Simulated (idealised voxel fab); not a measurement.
This is a process module. Its name is voxel wiring stack.
Shown is cross-section cut, with a width of 230 nm and square cells of size 5 nm.
Reading order for cross-sections: top band down to bottom band. Underlying form: a grid of square cells. Band size: one or more rows of cells. First you get the band's top height and its bottom height, in nm, and then the materials it's made of, left to right, with each width in nm. If you see a single material with "everywhere", that one covers the band edge to edge. "blank" is empty space. Below 0: as-received wafer, all one material; heights counted from there. Lowest band: no bottom, goes on down, written "top 0, no bottom". A two-number width, for instance "30..40", indicates that the width is equal to the first number in the top row of the band and to the second number in the bottom row, and that it changes by a constant amount per row of cells. When a step is marked "remained the same", none of the cells in the cross-section changed during that step. Each empty space that has no open way to the top and spans at least 8 cells appears under "Unvented voids" as width x height at distance, the distance counted from the left edge, all in nm. What comes after the settings on a step's line is commentary from the simulator itself on that step. The optional step-line setting "overlay nm" applies to steps with a mask and quantifies how far to the right of its planned location the mask lay, a negative value indicating leftward placement.
BELOW IS THE LIST OF PLANNED PROCESS STEPS
| 1 | op RECEIVE | material Si |
| 2 | op CONFORMAL_DEP | material SiO2 | thk nm 10 |
| 3 | op DIRECTIONAL_DEP | material TiN | thk nm 5 |
| 4 | op DIRECTIONAL_DEP | material W | thk nm 20 |
| 5 | op PATTERN | tone cover | mask id METAL_1 | material resist | width nm 25 | pitch nm 40 | thk nm 20 | overlay nm 0 |
| 6 | op DIRECTIONAL_ETCH | etch materials W | depth nm 20 |
| 7 | op DIRECTIONAL_ETCH | etch materials TiN | depth nm 5 |
| 8 | op STRIP | etch materials resist |
| 9 | op CONFORMAL_DEP | material SiN | thk nm 5 |
| 10 | op FILL_DEP | material SiO2 | thk nm 10 |
| 11 | op CMP | height nm 35 |
| 12 | op CONFORMAL_DEP | material SiCN | thk nm 5 |
| 13 | op DIRECTIONAL_DEP | material lowk | thk nm 15 |
| 14 | op MASKED_ETCH | tone open | mask id PLUG_1 | width nm 15 | pitch nm 80 | etch materials lowk | depth nm 15 | overlay nm 0 |
| 15 | op MASKED_ETCH | tone open | mask id PLUG_1 | width nm 15 | pitch nm 80 | etch materials SiCN | depth nm 5 | overlay nm 0 |
| 16 | op EPI | material Ru | thk nm 10 |
| 17 | op EPI | material Ru | thk nm 10 |
| 18 | op DIRECTIONAL_DEP | material TiN | thk nm 5 |
| 19 | op DIRECTIONAL_DEP | material Ru | thk nm 15 |
| 20 | op DIRECTIONAL_DEP | material aC | thk nm 10 |
| 21 | op PATTERN | tone cover | mask id METAL_2 | material resist | width nm 25 | pitch nm 40 | thk nm 30 | overlay nm 0 |
| 22 | op DIRECTIONAL_ETCH | etch materials aC | depth nm 10 |
| 23 | op STRIP | etch materials resist |
| 24 | op DIRECTIONAL_ETCH | etch materials Ru | depth nm 15 |
| 25 | op DIRECTIONAL_ETCH | etch materials TiN | depth nm 5 |
| 26 | op STRIP | etch materials aC |
| 27 | op CONFORMAL_DEP | material SiCN | thk nm 5 |
| 28 | op FILL_DEP | material lowk | thk nm 5 |
| 29 | op CMP | height nm 75 |
| 30 | op CONFORMAL_DEP | material SiCN | thk nm 5 |
| 31 | op DIRECTIONAL_DEP | material SiO2 | thk nm 35 |
| 32 | op MASKED_ETCH | tone open | mask id METAL_3_HOLES | width nm 15 | pitch nm 40 | etch materials SiO2 | depth nm 35 | overlay nm 0 |
| 33 | op DIRECTIONAL_DEP | material aC | thk nm 15 |
| 34 | op PATTERN | tone open | mask id METAL_3 | material resist | width nm 25 | pitch nm 40 | thk nm 30 | overlay nm 0 |
| 35 | op DIRECTIONAL_ETCH | etch materials aC | depth nm 15 |
| 36 | op STRIP | etch materials resist |
| 37 | op DIRECTIONAL_ETCH | etch materials SiO2 | depth nm 20 |
| 38 | op DIRECTIONAL_ETCH | etch materials SiCN | depth nm 5 |
| 39 | op STRIP | etch materials aC |
| 40 | op CONFORMAL_DEP | material TiN | thk nm 5 |
| 41 | op FILL_DEP | material Cu | thk nm 10 |
| 42 | op CMP | height nm 115 |
| 43 | op CONFORMAL_DEP | material SiCN | thk nm 5 |
| 44 | op DIRECTIONAL_DEP | material lowk | thk nm 25 |
| 45 | op DIRECTIONAL_DEP | material aC | thk nm 15 |
| 46 | op PATTERN | tone open | mask id METAL_4_HOLES | material resist | width nm 15 | pitch nm 40 | thk nm 35 | overlay nm 0 |
| 47 | op DIRECTIONAL_ETCH | etch materials aC | depth nm 15 |
| 48 | op STRIP | etch materials resist |
| 49 | op DIRECTIONAL_ETCH | etch materials lowk | depth nm 25 |
| 50 | op STRIP | etch materials aC |
| 51 | op MASKED_ETCH | tone open | mask id METAL_4 | width nm 25 | pitch nm 40 | etch materials lowk | depth nm 15 | overlay nm 0 |
| 52 | op MASKED_ETCH | tone open | mask id METAL_4 | width nm 25 | pitch nm 40 | etch materials SiCN | depth nm 5 | overlay nm 0 |
| 53 | op CONFORMAL_DEP | material TiN | thk nm 5 |
| 54 | op FILL_DEP | material Ru | thk nm 10 |
| 55 | op CMP | height nm 145 |
| 56 | op CONFORMAL_DEP | material SiCN | thk nm 5 |
Split variable: thk nm, step 27. Plan value = first wafer. Wafers start alike.
FIRST WAFER AS RECEIVED, AFTER STEP 1
* top 0, no bottom | Si everywhere
* Unvented voids: none
END OF MODULE, BY WAFER: MATERIAL-BY-MATERIAL CELL GAIN (+) OR LOSS (-) SINCE RECEIPT, THEN CLOSED VOIDS
thk nm 5; +39 Cu; +96 Ru; +209 SiCN; +55 SiN; +427 SiO2; +132 TiN; +60 W; +362 lowk; Unvented voids: none
thk nm 10; +39 Cu; +96 Ru; +242 SiCN; +55 SiN; +427 SiO2; +132 TiN; +60 W; +329 lowk; Unvented voids: none
thk nm 15; +39 Cu; +96 Ru; +265 SiCN; +55 SiN; +427 SiO2; +132 TiN; +60 W; +306 lowk; Unvented voids: none
thk nm 20; +39 Cu; +96 Ru; +284 SiCN; +55 SiN; +427 SiO2; +132 TiN; +60 W; +287 lowk; Unvented voids: none
